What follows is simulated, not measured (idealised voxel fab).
process module | voxel gate over fins
cross-section cut | 280 nm wide | cells 5 nm
A cross-section is a grid of square cells, given in bands from the top down. A band is one or more rows of cells.
Each band's line starts with the height of the band's top and of its bottom, in nm. Then come its materials from left to right, each with its width in nm. One material with "throughout" fills the band from edge to edge. "air" is empty space.
Height 0 is the level under which the wafer as received is all one material. The lowest band goes on downwards, as in "0 down".
A width such as "30 to 40" changes by the same amount from each row of cells to the next, from the band's top row to its bottom row.
"no change" after a step means that no cell of the cross-section changed.
closed voids: empty space of 8 cells or more with no open way to the top, each as width x height at its distance from the left edge, in nm
after a step's settings: what the simulator itself notes on the step
overlay nm, on a step with a mask: how far to the right of its planned place the mask lay; to the left if negative
plan
1 op RECEIVE | material Si
2 op CONFORMAL_DEP | material SiN | thk nm 10
3 op DIRECTIONAL_DEP | material aC | thk nm 10
4 op PATTERN | tone cover | mask id FINS | material resist | width nm 15 | pitch nm 60 | thk nm 30 | overlay nm 0
5 op DIRECTIONAL_ETCH | etch materials aC | depth nm 10
6 op STRIP | etch materials resist
7 op DIRECTIONAL_ETCH | etch materials SiN | depth nm 10
8 op DIRECTIONAL_ETCH | etch materials Si | depth nm 35
9 op STRIP | etch materials aC
10 op FILL_DEP | material SiO2 | thk nm 15
11 op CMP | height nm 10
12 op DIRECTIONAL_DEP | material aC | thk nm 10
13 op PATTERN | tone open | mask id RAIL | material resist | width nm 15 | thk nm 25 | overlay nm 0
14 op DIRECTIONAL_ETCH | etch materials aC | depth nm 10
15 op STRIP | etch materials resist
16 op DIRECTIONAL_ETCH | etch materials SiO2 | depth nm 40
17 op STRIP | etch materials aC
18 op CONFORMAL_DEP | material TiN | thk nm 5
19 op FILL_DEP | material W | thk nm 5
20 op CMP | height nm 10
21 op SELECTIVE_ETCH | etch materials W Ru TiN | depth nm 30
22 op FILL_DEP | material SiO2 | thk nm 5
23 op CMP | height nm 10
24 op SELECTIVE_ETCH | etch materials SiO2 | depth nm 25
25 op STRIP | etch materials SiN
26 op CONFORMAL_DEP | material HfO2 | thk nm 5
27 op CONFORMAL_DEP | material TiN | thk nm 5
28 op CONFORMAL_DEP | material TiAl | thk nm 5
29 op CONFORMAL_DEP | material TiN | thk nm 5
30 op FILL_DEP | material W | thk nm 10
31 op CMP | height nm 25
32 op CONFORMAL_DEP | material SiCN | thk nm 10
as received, after step 1
  0 down: Si throughout
  closed voids: none
first wafer at the end, as planned
  35 to 25: SiCN throughout
  25 to 20: W throughout
  20 to 15: W 20 | TiN 55 | W 5 | TiN 55 | W 5 | TiN 55 | W 5 | TiN 55 | W 25
  15 to 10: W 20 | TiN 5 | TiAl 45 | TiN 5 | W 5 | TiN 5 | TiAl 45 | TiN 5 | W 5 | TiN 5 | TiAl 45 | TiN 5 | W 5 | TiN 5 | TiAl 45 | TiN 5 | W 25
  10 to 5: W 20 | TiN 5 | TiAl 5 | TiN 35 | TiAl 5 | TiN 5 | W 5 | TiN 5 | TiAl 5 | TiN 35 | TiAl 5 | TiN 5 | W 5 | TiN 5 | TiAl 5 | TiN 35 | TiAl 5 | TiN 5 | W 5 | TiN 5 | TiAl 5 | TiN 35 | TiAl 5 | TiN 5 | W 25
  5 to 0: TiN 25 | TiAl 5 | TiN 5 | HfO2 25 | TiN 5 | TiAl 5 | TiN 15 | TiAl 5 | TiN 5 | HfO2 25 | TiN 5 | TiAl 5 | TiN 15 | TiAl 5 | TiN 5 | HfO2 25 | TiN 5 | TiAl 5 | TiN 15 | TiAl 5 | TiN 5 | HfO2 25 | TiN 5 | TiAl 5 | TiN 30
  0 to -5: TiAl 30 | TiN 5 | HfO2 5 | Si 15 | HfO2 5 | TiN 5 | TiAl 25 | TiN 5 | HfO2 5 | Si 15 | HfO2 5 | TiN 5 | TiAl 25 | TiN 5 | HfO2 5 | Si 15 | HfO2 5 | TiN 5 | TiAl 25 | TiN 5 | HfO2 5 | Si 15 | HfO2 5 | TiN 5 | TiAl 35
  -5 to -10: TiN 35 | HfO2 5 | Si 15 | HfO2 5 | TiN 35 | HfO2 5 | Si 15 | HfO2 5 | TiN 35 | HfO2 5 | Si 15 | HfO2 5 | TiN 35 | HfO2 5 | Si 15 | HfO2 5 | TiN 40
  -10 to -15: HfO2 40 | Si 15 | HfO2 45 | Si 15 | HfO2 45 | Si 15 | HfO2 45 | Si 15 | HfO2 45
  -15 to -20: SiO2 40 | Si 15 | SiO2 45 | Si 15 | SiO2 45 | Si 15 | SiO2 45 | Si 15 | SiO2 45
  -20 to -25: SiO2 40 | Si 15 | SiO2 15 | TiN 5 | W 5 | TiN 5 | SiO2 15 | Si 15 | SiO2 45 | Si 15 | SiO2 45 | Si 15 | SiO2 45
  -25 to -30: SiO2 40 | Si 15 | SiO2 15 | TiN 15 | SiO2 15 | Si 15 | SiO2 45 | Si 15 | SiO2 45 | Si 15 | SiO2 45
  -30 to -35: SiO2 40 | Si 15 | SiO2 45 | Si 15 | SiO2 45 | Si 15 | SiO2 45 | Si 15 | SiO2 45
  -35 down: Si throughout
  closed voids: none
second wafer at the end: like start, like plan, one mistake
  35 to 25: SiCN throughout
  25 to 20: W throughout
  20 to 15: W 25 | TiN 55 | W 5 | TiN 55 | W 5 | TiN 55 | W 5 | TiN 55 | W 20
  15 to 10: W 25 | TiN 5 | TiAl 45 | TiN 5 | W 5 | TiN 5 | TiAl 45 | TiN 5 | W 5 | TiN 5 | TiAl 45 | TiN 5 | W 5 | TiN 5 | TiAl 45 | TiN 5 | W 20
  10 to 5: W 25 | TiN 5 | TiAl 5 | TiN 35 | TiAl 5 | TiN 5 | W 5 | TiN 5 | TiAl 5 | TiN 35 | TiAl 5 | TiN 5 | W 5 | TiN 5 | TiAl 5 | TiN 35 | TiAl 5 | TiN 5 | W 5 | TiN 5 | TiAl 5 | TiN 35 | TiAl 5 | TiN 5 | W 20
  5 to 0: TiN 30 | TiAl 5 | TiN 5 | HfO2 25 | TiN 5 | TiAl 5 | TiN 15 | TiAl 5 | TiN 5 | HfO2 25 | TiN 5 | TiAl 5 | TiN 15 | TiAl 5 | TiN 5 | HfO2 25 | TiN 5 | TiAl 5 | TiN 15 | TiAl 5 | TiN 5 | HfO2 25 | TiN 5 | TiAl 5 | TiN 25
  0 to -5: TiAl 35 | TiN 5 | HfO2 5 | Si 15 | HfO2 5 | TiN 5 | TiAl 25 | TiN 5 | HfO2 5 | Si 15 | HfO2 5 | TiN 5 | TiAl 25 | TiN 5 | HfO2 5 | Si 15 | HfO2 5 | TiN 5 | TiAl 25 | TiN 5 | HfO2 5 | Si 15 | HfO2 5 | TiN 5 | TiAl 30
  -5 to -10: TiN 40 | HfO2 5 | Si 15 | HfO2 5 | TiN 35 | HfO2 5 | Si 15 | HfO2 5 | TiN 35 | HfO2 5 | Si 15 | HfO2 5 | TiN 35 | HfO2 5 | Si 15 | HfO2 5 | TiN 35
  -10 to -15: HfO2 45 | Si 15 | HfO2 45 | Si 15 | HfO2 45 | Si 15 | HfO2 45 | Si 15 | HfO2 40
  -15 to -20: SiO2 45 | Si 15 | SiO2 45 | Si 15 | SiO2 45 | Si 15 | SiO2 45 | Si 15 | SiO2 40
  -20 to -25: SiO2 45 | Si 15 | SiO2 10 | TiN 5 | W 5 | TiN 5 | SiO2 20 | Si 15 | SiO2 45 | Si 15 | SiO2 45 | Si 15 | SiO2 40
  -25 to -30: SiO2 45 | Si 15 | SiO2 10 | TiN 15 | SiO2 20 | Si 15 | SiO2 45 | Si 15 | SiO2 45 | Si 15 | SiO2 40
  -30 to -35: SiO2 45 | Si 15 | SiO2 45 | Si 15 | SiO2 45 | Si 15 | SiO2 45 | Si 15 | SiO2 40
  -35 down: Si throughout
  closed voids: none
what went wrong: step 4 ran as: op PATTERN | tone cover | mask id FINS | material resist | width nm 15 | pitch nm 60 | thk nm 30 | overlay nm 5
at the end the second wafer has, in cells: as many of each material as the first, in other places
